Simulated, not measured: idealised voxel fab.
The process module presented herein is designated voxel self aligned vias.
We display cut, a cross-section 285 nm in width whose square cells are each 5 nm.
The cross-sections in this document take the form of a grid made of square cells. They are written out as bands, in order from top to bottom. Each band consists of one or more rows of cells. This entry defines a band. It first specifies the height of the band's top and the height of its bottom in nm, and then specifies the band's materials from left to right, stating each material with its width in nm. The word "all across" identifies a single material that fills the band from edge to edge, while the word "empty" identifies empty space. Zero point of the height axis is 0; under it, received wafer = one material. Lowest band: continues down indefinitely, "0 nm and below". Width: "30->40" (first number = top row, second number = bottom row, same change from row to row of cells). "all unchanged" (step): cross-section cells unchanged, all of them. The entry "Entrapped voids" lists the empty spaces that cover at least 8 cells and have no open path to the top. Each is written as width x height at distance, where the distance is measured from the left edge and all three values are in nm. On a step's line, text after the settings is the simulator commenting on that step. What "overlay nm" on a step's line means: if the step has a mask, that mask lay this far to the right of its planned place, or, when the value is negative, to the left.

[Steps in the process plan]
| 1 | RECEIVE (material Si) |
| 2 | CONFORMAL_DEP (material SiO2; thk nm 10) |
| 3 | CONFORMAL_DEP (material SiCN; thk nm 5) |
| 4 | DIRECTIONAL_DEP (material SiO2; thk nm 30) |
| 5 | MASKED_ETCH (tone open; mask id LINES; width nm 25; pitch nm 60; etch materials SiO2; depth nm 30; overlay nm 0) |
| 6 | CONFORMAL_DEP (material TiN; thk nm 5) |
| 7 | FILL_DEP (material Ru; thk nm 5) |
| 8 | CMP (height nm 45) |
| 9 | SELECTIVE_ETCH (etch materials W Ru TiN; depth nm 10) |
| 10 | FILL_DEP (material SiN; thk nm 5) |
| 11 | CMP (height nm 45) |
| 12 | DIRECTIONAL_DEP (material SiO2; thk nm 20) |
| 13 | DIRECTIONAL_DEP (material aC; thk nm 10) |
| 14 | PATTERN (tone open; mask id VIAS; material resist; width nm 45; pitch nm 60; thk nm 30; overlay nm 0) |
| 15 | DIRECTIONAL_ETCH (etch materials aC; depth nm 10) |
| 16 | STRIP (etch materials resist) |
| 17 | DIRECTIONAL_ETCH (etch materials SiO2; depth nm 20) |
| 18 | DIRECTIONAL_ETCH (etch materials SiN; depth nm 10) |
| 19 | STRIP (etch materials aC) |
| 20 | CONFORMAL_DEP (material TiN; thk nm 5) |
| 21 | FILL_DEP (material Ru; thk nm 10) |
| 22 | CMP (height nm 65) |
| 23 | CONFORMAL_DEP (material SiCN; thk nm 5) |

[First of two wafers, with the run carried out as planned]

[So this is the incoming wafer in cross-section - it's already been through step 1]
- 0 nm and below | Si all across
- Entrapped voids: none

[So this is the wafer cross-section right after step 2]
- 10 nm to 0 nm | SiO2 all across
- Rest of section, below 0: as before.

[So this is the wafer cross-section right after step 3]
- 15 nm to 10 nm | SiCN all across
- Rest of section, below 10: as before.

[So this is the wafer cross-section right after step 4]
- 45 nm to 15 nm | SiO2 all across
- Rest of section, below 15: as before.

[So this is the wafer cross-section right after step 5]
- 45 nm to 15 nm | SiO2: 100, empty: 25, SiO2: 35, empty: 25, SiO2: 100
- Rest of section, below 15: as before.

[So this is the wafer cross-section right after step 6]
- 50 nm to 45 nm | TiN: 105, empty: 15, TiN: 45, empty: 15, TiN: 105
- 45 nm to 20 nm | SiO2: 100, TiN: 5, empty: 15, TiN: 5, SiO2: 35, TiN: 5, empty: 15, TiN: 5, SiO2: 100
- 20 nm to 15 nm | SiO2: 100, TiN: 25, SiO2: 35, TiN: 25, SiO2: 100
- Rest of section, below 15: as before.

[So this is the wafer cross-section right after step 7]
- 55 nm to 50 nm | Ru all across
- 50 nm to 45 nm | TiN: 105, Ru: 15, TiN: 45, Ru: 15, TiN: 105
- 45 nm to 20 nm | SiO2: 100, TiN: 5, Ru: 15, TiN: 5, SiO2: 35, TiN: 5, Ru: 15, TiN: 5, SiO2: 100
- Rest of section, below 20: as before.

[So this is the wafer cross-section right after step 8]
- 45 nm to 20 nm | SiO2: 100, TiN: 5, Ru: 15, TiN: 5, SiO2: 35, TiN: 5, Ru: 15, TiN: 5, SiO2: 100
- Rest of section, below 20: as before.

[So this is the wafer cross-section right after step 9]
- 45 nm to 35 nm | SiO2: 100, empty: 25, SiO2: 35, empty: 25, SiO2: 100
- Rest of section, below 35: as before.

[So this is the wafer cross-section right after step 10]
- 50 nm to 45 nm | SiN all across
- 45 nm to 35 nm | SiO2: 100, SiN: 25, SiO2: 35, SiN: 25, SiO2: 100
- Rest of section, below 35: as before.

[So this is the wafer cross-section right after step 11]
- 45 nm to 35 nm | SiO2: 100, SiN: 25, SiO2: 35, SiN: 25, SiO2: 100
- Rest of section, below 35: as before.

[So this is the wafer cross-section right after step 12]
- 65 nm to 45 nm | SiO2 all across
- Rest of section, below 45: as before.

[So this is the wafer cross-section right after step 13]
- 75 nm to 65 nm | aC all across
- Rest of section, below 65: as before.

[So this is the wafer cross-section right after step 14]
- 105 nm to 75 nm | resist: 90, empty: 45, resist: 15, empty: 45, resist: 90
- Rest of section, below 75: as before.

[So this is the wafer cross-section right after step 15]
- 95 nm to 75 nm | resist: 90, empty: 45, resist: 15, empty: 45, resist: 90
- 75 nm to 65 nm | aC: 90, empty: 45, aC: 15, empty: 45, aC: 90
- Rest of section, below 65: as before.

[So this is the wafer cross-section right after step 16]
- 75 nm to 65 nm | aC: 90, empty: 45, aC: 15, empty: 45, aC: 90
- Rest of section, below 65: as before.

[So this is the wafer cross-section right after step 17]
- 75 nm to 65 nm | aC: 90, empty: 45, aC: 15, empty: 45, aC: 90
- 65 nm to 45 nm | SiO2: 90, empty: 45, SiO2: 15, empty: 45, SiO2: 90
- Rest of section, below 45: as before.

[So this is the wafer cross-section right after step 18]
- 75 nm to 65 nm | aC: 90, empty: 45, aC: 15, empty: 45, aC: 90
- 65 nm to 45 nm | SiO2: 90, empty: 45, SiO2: 15, empty: 45, SiO2: 90
- 45 nm to 35 nm | SiO2: 100, empty: 25, SiO2: 35, empty: 25, SiO2: 100
- Rest of section, below 35: as before.

[So this is the wafer cross-section right after step 19]
- 65 nm to 45 nm | SiO2: 90, empty: 45, SiO2: 15, empty: 45, SiO2: 90
- Rest of section, below 45: as before.

[So this is the wafer cross-section right after step 20]
- 70 nm to 65 nm | TiN: 95, empty: 35, TiN: 25, empty: 35, TiN: 95
- 65 nm to 50 nm | SiO2: 90, TiN: 5, empty: 35, TiN: 5, SiO2: 15, TiN: 5, empty: 35, TiN: 5, SiO2: 90
- 50 nm to 40 nm | SiO2: 90->100, TiN: 15->5, empty: 15, TiN: 15->5, SiO2: 15->35, TiN: 15->5, empty: 15, TiN: 15->5, SiO2: 90->100
- 40 nm to 35 nm | SiO2: 100, TiN: 25, SiO2: 35, TiN: 25, SiO2: 100
- Rest of section, below 35: as before.

[So this is the wafer cross-section right after step 21]
- 80 nm to 70 nm | Ru all across
- 70 nm to 65 nm | TiN: 95, Ru: 35, TiN: 25, Ru: 35, TiN: 95
- 65 nm to 50 nm | SiO2: 90, TiN: 5, Ru: 35, TiN: 5, SiO2: 15, TiN: 5, Ru: 35, TiN: 5, SiO2: 90
- 50 nm to 40 nm | SiO2: 90->100, TiN: 15->5, Ru: 15, TiN: 15->5, SiO2: 15->35, TiN: 15->5, Ru: 15, TiN: 15->5, SiO2: 90->100
- Rest of section, below 40: as before.

[So this is the wafer cross-section right after step 22]
- 65 nm to 50 nm | SiO2: 90, TiN: 5, Ru: 35, TiN: 5, SiO2: 15, TiN: 5, Ru: 35, TiN: 5, SiO2: 90
- Rest of section, below 50: as before.

[So this is the wafer cross-section right after step 23]
- 70 nm to 65 nm | SiCN all across
- Rest of section, below 65: as before.

[The second wafer was prepared from the same starting point and under the same plan as the first; its processing contained one mistake, and it remains indistinguishable from the first wafer up to and including step 4]

[Second wafer cross-section, taken as of the time the plan sets for step 5 to be done]
- 45 nm to 15 nm | empty: 100, SiO2: 25, empty: 35, SiO2: 25, empty: 100
- Rest of section, below 15: as before.

[Second wafer cross-section, taken as of the time the plan sets for step 6 to be done]
- 50 nm to 45 nm | empty: 95, TiN: 35, empty: 25, TiN: 35, empty: 95
- 45 nm to 20 nm | empty: 95, TiN: 5, SiO2: 25, TiN: 5, empty: 25, TiN: 5, SiO2: 25, TiN: 5, empty: 95
- 20 nm to 15 nm | TiN: 100, SiO2: 25, TiN: 35, SiO2: 25, TiN: 100
- Rest of section, below 15: as before.

[Second wafer cross-section, taken as of the time the plan sets for step 7 to be done]
- 55 nm to 50 nm | Ru all across
- 50 nm to 45 nm | Ru: 95, TiN: 35, Ru: 25, TiN: 35, Ru: 95
- 45 nm to 20 nm | Ru: 95, TiN: 5, SiO2: 25, TiN: 5, Ru: 25, TiN: 5, SiO2: 25, TiN: 5, Ru: 95
- Rest of section, below 20: as before.

[Second wafer cross-section, taken as of the time the plan sets for step 8 to be done]
- 45 nm to 20 nm | Ru: 95, TiN: 5, SiO2: 25, TiN: 5, Ru: 25, TiN: 5, SiO2: 25, TiN: 5, Ru: 95
- Rest of section, below 20: as before.

[Second wafer cross-section, taken as of the time the plan sets for step 9 to be done]
- 45 nm to 35 nm | empty: 100, SiO2: 25, empty: 35, SiO2: 25, empty: 100
- Rest of section, below 35: as before.

[Second wafer cross-section, taken as of the time the plan sets for step 10 to be done]
- 50 nm to 45 nm | SiN all across
- 45 nm to 35 nm | SiN: 100, SiO2: 25, SiN: 35, SiO2: 25, SiN: 100
- Rest of section, below 35: as before.

[Second wafer cross-section, taken as of the time the plan sets for step 11 to be done]
- 45 nm to 35 nm | SiN: 100, SiO2: 25, SiN: 35, SiO2: 25, SiN: 100
- Rest of section, below 35: as before.

[Second wafer cross-section, taken as of the time the plan sets for step 12 to be done]
- 65 nm to 45 nm | SiO2 all across
- Rest of section, below 45: as before.

[Second wafer cross-section, taken as of the time the plan sets for step 13 to be done]
- 75 nm to 65 nm | aC all across
- Rest of section, below 65: as before.

[Second wafer cross-section, taken as of the time the plan sets for step 14 to be done]
- 105 nm to 75 nm | resist: 90, empty: 45, resist: 15, empty: 45, resist: 90
- Rest of section, below 75: as before.

[Second wafer cross-section, taken as of the time the plan sets for step 15 to be done]
- 95 nm to 75 nm | resist: 90, empty: 45, resist: 15, empty: 45, resist: 90
- 75 nm to 65 nm | aC: 90, empty: 45, aC: 15, empty: 45, aC: 90
- Rest of section, below 65: as before.

[Second wafer cross-section, taken as of the time the plan sets for step 16 to be done]
- 75 nm to 65 nm | aC: 90, empty: 45, aC: 15, empty: 45, aC: 90
- Rest of section, below 65: as before.

[Second wafer cross-section, taken as of the time the plan sets for step 17 to be done]
- 75 nm to 65 nm | aC: 90, empty: 45, aC: 15, empty: 45, aC: 90
- 65 nm to 45 nm | SiO2: 90, empty: 45, SiO2: 15, empty: 45, SiO2: 90
- Rest of section, below 45: as before.

[Second wafer cross-section, taken as of the time the plan sets for step 18 to be done]
- 75 nm to 65 nm | aC: 90, empty: 45, aC: 15, empty: 45, aC: 90
- 65 nm to 45 nm | SiO2: 90, empty: 45, SiO2: 15, empty: 45, SiO2: 90
- 45 nm to 35 nm | SiN: 90, empty: 10, SiO2: 25, empty: 10, SiN: 15, empty: 10, SiO2: 25, empty: 10, SiN: 90
- Rest of section, below 35: as before.

[Second wafer cross-section, taken as of the time the plan sets for step 19 to be done]
- 65 nm to 45 nm | SiO2: 90, empty: 45, SiO2: 15, empty: 45, SiO2: 90
- Rest of section, below 45: as before.

[Second wafer cross-section, taken as of the time the plan sets for step 20 to be done]
- 70 nm to 65 nm | TiN: 95, empty: 35, TiN: 25, empty: 35, TiN: 95
- 65 nm to 50 nm | SiO2: 90, TiN: 5, empty: 35, TiN: 5, SiO2: 15, TiN: 5, empty: 35, TiN: 5, SiO2: 90
- 50 nm to 45 nm | SiO2: 90, TiN: 45, SiO2: 15, TiN: 45, SiO2: 90
- 45 nm to 35 nm | SiN: 90, TiN: 10, SiO2: 25, TiN: 10, SiN: 15, TiN: 10, SiO2: 25, TiN: 10, SiN: 90
- Rest of section, below 35: as before.

[Second wafer cross-section, taken as of the time the plan sets for step 21 to be done]
- 80 nm to 70 nm | Ru all across
- 70 nm to 65 nm | TiN: 95, Ru: 35, TiN: 25, Ru: 35, TiN: 95
- 65 nm to 50 nm | SiO2: 90, TiN: 5, Ru: 35, TiN: 5, SiO2: 15, TiN: 5, Ru: 35, TiN: 5, SiO2: 90
- Rest of section, below 50: as before.

[Second wafer cross-section, taken as of the time the plan sets for step 22 to be done]
- 65 nm to 50 nm | SiO2: 90, TiN: 5, Ru: 35, TiN: 5, SiO2: 15, TiN: 5, Ru: 35, TiN: 5, SiO2: 90
- Rest of section, below 50: as before.

[Second wafer cross-section, taken as of the time the plan sets for step 23 to be done]
- 70 nm to 65 nm | SiCN all across
- Rest of section, below 65: as before.
The plan and the run diverged here: note that step 5 departed from the planned setting and was carried out as MASKED_ETCH (tone cover; mask id LINES; width nm 25; pitch nm 60; etch materials SiO2; depth nm 30; overlay nm 0)
Looking at both finished wafers in cells, the second ends up ahead of or behind the first on some materials: 99 more of Ru, 78 more of SiN, 222 fewer of SiO2, 45 more of TiN
